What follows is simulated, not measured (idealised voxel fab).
Herein follows the process module entitled voxel double patterning.
It is cross-section cut that appears here, measuring 235 nm in width, its square cells being 5 nm in size.
Cross-section format: a grid of square cells, given as bands from top to bottom; each band is one or more rows of cells. The entry gives the band's vertical extent as a top height and a bottom height in nm, then its horizontal make-up as materials from left to right, each with a width in nm. "blank" stands for empty space; a single material marked "everywhere" fills the band edge to edge. We count height from 0. Below that, the starting wafer is all one material. The lowest band never ends at the bottom but goes on down; see "top 0, no bottom" for how that is written. Width spec "30->40" -> top row of cells at first value, bottom row at second value, equal per-row change in between. "nothing got changed" (step): cross-section cells unchanged, all of them. "Closed void roster": sealed empty spaces, 8 cells or more, no open way to top, listed width x height at distance, with distance from the left edge and width, height and distance in nm. Step line, after settings: the simulator's comment on this step. overlay nm: mask offset rightward from planned place, masked step; negative means leftward offset.

Below is the list of planned process steps
1) RECEIVE, material Si
2) CONFORMAL_DEP, material SiO2, thk nm 10
3) DIRECTIONAL_DEP, material W, thk nm 15
4) DIRECTIONAL_DEP, material SiN, thk nm 10
5) DIRECTIONAL_DEP, material aC, thk nm 15
6) PATTERN, tone open, mask id FIRST, material resist, width nm 15, pitch nm 50, thk nm 35, overlay nm 0
7) DIRECTIONAL_ETCH, etch materials aC, depth nm 15
8) STRIP, etch materials resist
9) DIRECTIONAL_ETCH, etch materials SiN, depth nm 10
10) STRIP, etch materials aC
11) PATTERN, tone open, mask id SECOND, material resist, width nm 15, pitch nm 50, thk nm 15, overlay nm 0
12) DIRECTIONAL_ETCH, etch materials SiN, depth nm 10
13) STRIP, etch materials resist
14) DIRECTIONAL_ETCH, etch materials W, depth nm 15
15) STRIP, etch materials SiN

First wafer of two (run as planned)

Wafer at receipt (post step 1), cross-section
- top 0, no bottom  Si everywhere
- Closed void roster: none

Cross-sectional representation of the wafer at the conclusion of step 2
- top 10, bottom 0  SiO2 everywhere
- For the remainder of the cross-section, below 0, there is no change.

Cross-sectional representation of the wafer at the conclusion of step 3
- top 25, bottom 10  W everywhere
- For the remainder of the cross-section, below 10, there is no change.

Cross-sectional representation of the wafer at the conclusion of step 4
- top 35, bottom 25  SiN everywhere
- For the remainder of the cross-section, below 25, there is no change.

Cross-sectional representation of the wafer at the conclusion of step 5
- top 50, bottom 35  aC everywhere
- For the remainder of the cross-section, below 35, there is no change.

Cross-sectional representation of the wafer at the conclusion of step 6
- top 85, bottom 50  resist (60), then blank (15), then resist (35), then blank (15), then resist (35), then blank (15), then resist (60)
- For the remainder of the cross-section, below 50, there is no change.

Cross-sectional representation of the wafer at the conclusion of step 7
- top 70, bottom 50  resist (60), then blank (15), then resist (35), then blank (15), then resist (35), then blank (15), then resist (60)
- top 50, bottom 35  aC (60), then blank (15), then aC (35), then blank (15), then aC (35), then blank (15), then aC (60)
- For the remainder of the cross-section, below 35, there is no change.

Cross-sectional representation of the wafer at the conclusion of step 8
- top 50, bottom 35  aC (60), then blank (15), then aC (35), then blank (15), then aC (35), then blank (15), then aC (60)
- For the remainder of the cross-section, below 35, there is no change.

Cross-sectional representation of the wafer at the conclusion of step 9
- top 50, bottom 35  aC (60), then blank (15), then aC (35), then blank (15), then aC (35), then blank (15), then aC (60)
- top 35, bottom 25  SiN (60), then blank (15), then SiN (35), then blank (15), then SiN (35), then blank (15), then SiN (60)
- For the remainder of the cross-section, below 25, there is no change.

Cross-sectional representation of the wafer at the conclusion of step 10
- top 35, bottom 25  SiN (60), then blank (15), then SiN (35), then blank (15), then SiN (35), then blank (15), then SiN (60)
- For the remainder of the cross-section, below 25, there is no change.

Cross-sectional representation of the wafer at the conclusion of step 11
- top 50, bottom 35  resist (85), then blank (15), then resist (35), then blank (15), then resist (85)
- top 35, bottom 25  SiN (60), then resist (15), then SiN (35), then resist (15), then SiN (35), then resist (15), then SiN (60)
- For the remainder of the cross-section, below 25, there is no change.

Cross-sectional representation of the wafer at the conclusion of step 12
- top 50, bottom 35  resist (85), then blank (15), then resist (35), then blank (15), then resist (85)
- top 35, bottom 25  SiN (60), then resist (15), then SiN (10), then blank (15), then SiN (10), then resist (15), then SiN (10), then blank (15), then SiN (10), then resist (15), then SiN (60)
- For the remainder of the cross-section, below 25, there is no change.

Cross-sectional representation of the wafer at the conclusion of step 13
- top 35, bottom 25  SiN (60), then blank (15), then SiN (10), then blank (15), then SiN (10), then blank (15), then SiN (10), then blank (15), then SiN (10), then blank (15), then SiN (60)
- For the remainder of the cross-section, below 25, there is no change.

Cross-sectional representation of the wafer at the conclusion of step 14
- top 35, bottom 25  SiN (60), then blank (15), then SiN (10), then blank (15), then SiN (10), then blank (15), then SiN (10), then blank (15), then SiN (10), then blank (15), then SiN (60)
- top 25, bottom 10  W (60), then blank (15), then W (10), then blank (15), then W (10), then blank (15), then W (10), then blank (15), then W (10), then blank (15), then W (60)
- For the remainder of the cross-section, below 10, there is no change.

Cross-sectional representation of the wafer at the conclusion of step 15
- top 25, bottom 10  W (60), then blank (15), then W (10), then blank (15), then W (10), then blank (15), then W (10), then blank (15), then W (10), then blank (15), then W (60)
- For the remainder of the cross-section, below 10, there is no change.

Second wafer: same start and same plan as the first, one execution error; identical to the first through step 1

Second wafer cross-section, taken as of the time the plan sets for step 2 to be done: nothing got changed

Second wafer cross-section, taken as of the time the plan sets for step 3 to be done
- top 15, bottom 0  W everywhere
- For the remainder of the cross-section, below 0, there is no change.

Second wafer cross-section, taken as of the time the plan sets for step 4 to be done
- top 25, bottom 15  SiN everywhere
- For the remainder of the cross-section, below 15, there is no change.

Second wafer cross-section, taken as of the time the plan sets for step 5 to be done
- top 40, bottom 25  aC everywhere
- For the remainder of the cross-section, below 25, there is no change.

Second wafer cross-section, taken as of the time the plan sets for step 6 to be done
- top 75, bottom 40  resist (60), then blank (15), then resist (35), then blank (15), then resist (35), then blank (15), then resist (60)
- For the remainder of the cross-section, below 40, there is no change.

Second wafer cross-section, taken as of the time the plan sets for step 7 to be done
- top 60, bottom 40  resist (60), then blank (15), then resist (35), then blank (15), then resist (35), then blank (15), then resist (60)
- top 40, bottom 25  aC (60), then blank (15), then aC (35), then blank (15), then aC (35), then blank (15), then aC (60)
- For the remainder of the cross-section, below 25, there is no change.

Second wafer cross-section, taken as of the time the plan sets for step 8 to be done
- top 40, bottom 25  aC (60), then blank (15), then aC (35), then blank (15), then aC (35), then blank (15), then aC (60)
- For the remainder of the cross-section, below 25, there is no change.

Second wafer cross-section, taken as of the time the plan sets for step 9 to be done
- top 40, bottom 25  aC (60), then blank (15), then aC (35), then blank (15), then aC (35), then blank (15), then aC (60)
- top 25, bottom 15  SiN (60), then blank (15), then SiN (35), then blank (15), then SiN (35), then blank (15), then SiN (60)
- For the remainder of the cross-section, below 15, there is no change.

Second wafer cross-section, taken as of the time the plan sets for step 10 to be done
- top 25, bottom 15  SiN (60), then blank (15), then SiN (35), then blank (15), then SiN (35), then blank (15), then SiN (60)
- For the remainder of the cross-section, below 15, there is no change.

Second wafer cross-section, taken as of the time the plan sets for step 11 to be done
- top 40, bottom 25  resist (85), then blank (15), then resist (35), then blank (15), then resist (85)
- top 25, bottom 15  SiN (60), then resist (15), then SiN (35), then resist (15), then SiN (35), then resist (15), then SiN (60)
- For the remainder of the cross-section, below 15, there is no change.

Second wafer cross-section, taken as of the time the plan sets for step 12 to be done
- top 40, bottom 25  resist (85), then blank (15), then resist (35), then blank (15), then resist (85)
- top 25, bottom 15  SiN (60), then resist (15), then SiN (10), then blank (15), then SiN (10), then resist (15), then SiN (10), then blank (15), then SiN (10), then resist (15), then SiN (60)
- For the remainder of the cross-section, below 15, there is no change.

Second wafer cross-section, taken as of the time the plan sets for step 13 to be done
- top 25, bottom 15  SiN (60), then blank (15), then SiN (10), then blank (15), then SiN (10), then blank (15), then SiN (10), then blank (15), then SiN (10), then blank (15), then SiN (60)
- For the remainder of the cross-section, below 15, there is no change.

Second wafer cross-section, taken as of the time the plan sets for step 14 to be done
- top 25, bottom 15  SiN (60), then blank (15), then SiN (10), then blank (15), then SiN (10), then blank (15), then SiN (10), then blank (15), then SiN (10), then blank (15), then SiN (60)
- top 15, bottom 0  W (60), then blank (15), then W (10), then blank (15), then W (10), then blank (15), then W (10), then blank (15), then W (10), then blank (15), then W (60)
- For the remainder of the cross-section, below 0, there is no change.

Second wafer cross-section, taken as of the time the plan sets for step 15 to be done
- top 15, bottom 0  W (60), then blank (15), then W (10), then blank (15), then W (10), then blank (15), then W (10), then blank (15), then W (10), then blank (15), then W (60)
- For the remainder of the cross-section, below 0, there is no change.
The mistake made against the process plan was this: the plan's step 2 was left out and never carried out
At the finish, the second wafer shows more or fewer cells for some materials than the first does: SiO2: 94 fewer
